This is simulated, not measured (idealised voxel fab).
Title: Process Module voxel capacitor over wiring
For reference, the cross-section in this document is cut, with width 280 nm and square cells of 5 nm.
Just so we're on the same page, the cross-sections are grids of square cells, and they're listed out in bands top to bottom, each band one or more rows deep. Basically the band line says how high the top is and how high the bottom is, in nm, and then what's in it from left to right, every material with its width in nm. Empty space shows up as "empty", and if a single material carries "full width" it runs the full band edge to edge. Height reference: 0 = level under which incoming wafer is all one material. Lowest band: no bottom, runs on downward, e.g. "0 nm and below". You'd read "30..40" like this: the band's top row of cells is as wide as the first number, its bottom row is as wide as the second, and going down, every row changes width by the same amount as the row before did. Given "remained the same" for a step, no cell of the cross-section differs between before and after that step. "Completely enclosed voids" specifies each empty space that is not open to the top and that occupies no fewer than 8 cells, using the form width x height at distance, the distance measured from the left edge and all three quantities in nm. That trailing text on a step's line, after the settings, is the simulator's own remark on the step. Steps that use a mask can have "overlay nm" on their line. It says how far the mask sat to the right of where it was meant to be. Negative means to the left.
-- The following list gives the planned process steps
1. RECEIVE (material Si)
2. CONFORMAL_DEP (material SiO2; thk nm 15)
3. DIRECTIONAL_DEP (material TiN; thk nm 5)
4. DIRECTIONAL_DEP (material W; thk nm 15)
5. DIRECTIONAL_DEP (material aC; thk nm 10)
6. PATTERN (tone cover; mask id METAL_1; material resist; width nm 20; pitch nm 70; thk nm 30; overlay nm 0)
7. DIRECTIONAL_ETCH (etch materials aC; depth nm 10)
8. STRIP (etch materials resist)
9. DIRECTIONAL_ETCH (etch materials W; depth nm 15)
10. DIRECTIONAL_ETCH (etch materials TiN; depth nm 5)
11. STRIP (etch materials aC)
12. FILL_DEP (material SiO2; thk nm 5)
13. CMP (height nm 35)
14. CONFORMAL_DEP (material SiCN; thk nm 5)
15. DIRECTIONAL_DEP (material SiO2; thk nm 15)
16. MASKED_ETCH (tone open; mask id PLUG_1; width nm 15; etch materials SiO2; depth nm 15; overlay nm 0)
17. MASKED_ETCH (tone open; mask id PLUG_1; width nm 15; etch materials SiCN; depth nm 5; overlay nm 0)
18. EPI (material Ru; thk nm 10)
19. EPI (material Ru; thk nm 10)
20. DIRECTIONAL_DEP (material TiN; thk nm 10)
21. DIRECTIONAL_DEP (material SiN; thk nm 5)
22. DIRECTIONAL_DEP (material TiN; thk nm 5)
23. PATTERN (tone cover; mask id UPPER_PLATE; material resist; width nm 55; thk nm 20; overlay nm 0)
24. DIRECTIONAL_ETCH (etch materials TiN; depth nm 5)
25. DIRECTIONAL_ETCH (etch materials SiN; depth nm 5)
26. STRIP (etch materials resist)
27. DIRECTIONAL_DEP (material aC; thk nm 10)
28. PATTERN (tone cover; mask id LOWER_PLATE; material resist; width nm 65; thk nm 25; overlay nm 0)
29. DIRECTIONAL_ETCH (etch materials aC; depth nm 10)
30. STRIP (etch materials resist)
31. DIRECTIONAL_ETCH (etch materials TiN; depth nm 10)
32. STRIP (etch materials aC)
33. FILL_DEP (material SiO2; thk nm 20)
34. CMP (height nm 90)
35. PATTERN (tone open; mask id PLUG_2; material resist; width nm 15; thk nm 15; overlay nm 0)
36. DIRECTIONAL_ETCH (etch materials SiO2; depth nm 15)
37. STRIP (etch materials resist)
38. CONFORMAL_DEP (material TiN; thk nm 5)
39. FILL_DEP (material W; thk nm 10)
40. CMP (height nm 90)
41. CONFORMAL_DEP (material SiN; thk nm 5)
-- Cross-section of the incoming wafer, state after step 1
- 0 nm and below = Si full width
- Completely enclosed voids: none
-- Cross-sectional view of the first of the two wafers upon completion of the module, processed in accordance with the plan
- 95 nm to 90 nm = SiN full width
- 90 nm to 80 nm = SiO2 (110) | TiN (5) | W (5) | TiN (5) | SiO2 (155)
- 80 nm to 70 nm = SiO2 (110..100) | TiN (15..55) | SiO2 (155..125)
- 70 nm to 65 nm = SiO2 (100) | SiN (55) | SiO2 (125)
- 65 nm to 55 nm = SiO2 (95) | TiN (65) | SiO2 (120)
- 55 nm to 40 nm = SiO2 (100) | Ru (15) | SiO2 (165)
- 40 nm to 35 nm = SiCN (100) | Ru (15) | SiCN (165)
- 35 nm to 20 nm = SiO2 (95) | W (20) | SiO2 (50) | W (20) | SiO2 (95)
- 20 nm to 15 nm = SiO2 (95) | TiN (20) | SiO2 (50) | TiN (20) | SiO2 (95)
- 15 nm to 0 nm = SiO2 full width
- 0 nm and below = Si full width
- Completely enclosed voids: none
-- Second wafer through the module, sectioned at the end: same beginning and same plan as the first wafer, with one mistake in carrying it out
- 95 nm to 90 nm = SiN full width
- 90 nm to 80 nm = SiO2 (110) | TiN (5) | W (5) | TiN (5) | SiO2 (155)
- 80 nm to 70 nm = SiO2 (110..100) | TiN (15..55) | SiO2 (155..125)
- 70 nm to 65 nm = SiO2 (100) | SiN (55) | SiO2 (125)
- 65 nm to 55 nm = SiO2 (95) | TiN (65) | SiO2 (120)
- 55 nm to 40 nm = SiO2 (100) | Ru (15) | SiO2 (165)
- 40 nm to 35 nm = SiCN (100) | Ru (15) | SiCN (165)
- 35 nm to 30 nm = SiO2 (95) | TiN (20) | SiO2 (50) | TiN (20) | SiO2 (95)
- 30 nm to 0 nm = SiO2 full width
- 0 nm and below = Si full width
- Completely enclosed voids: none
What broke from the plan during processing? twice over, step 2 of the plan was run
Wafer comparison, final, in cells, second relative to first, materials more or fewer: SiO2: 24 more, W: 24 fewer
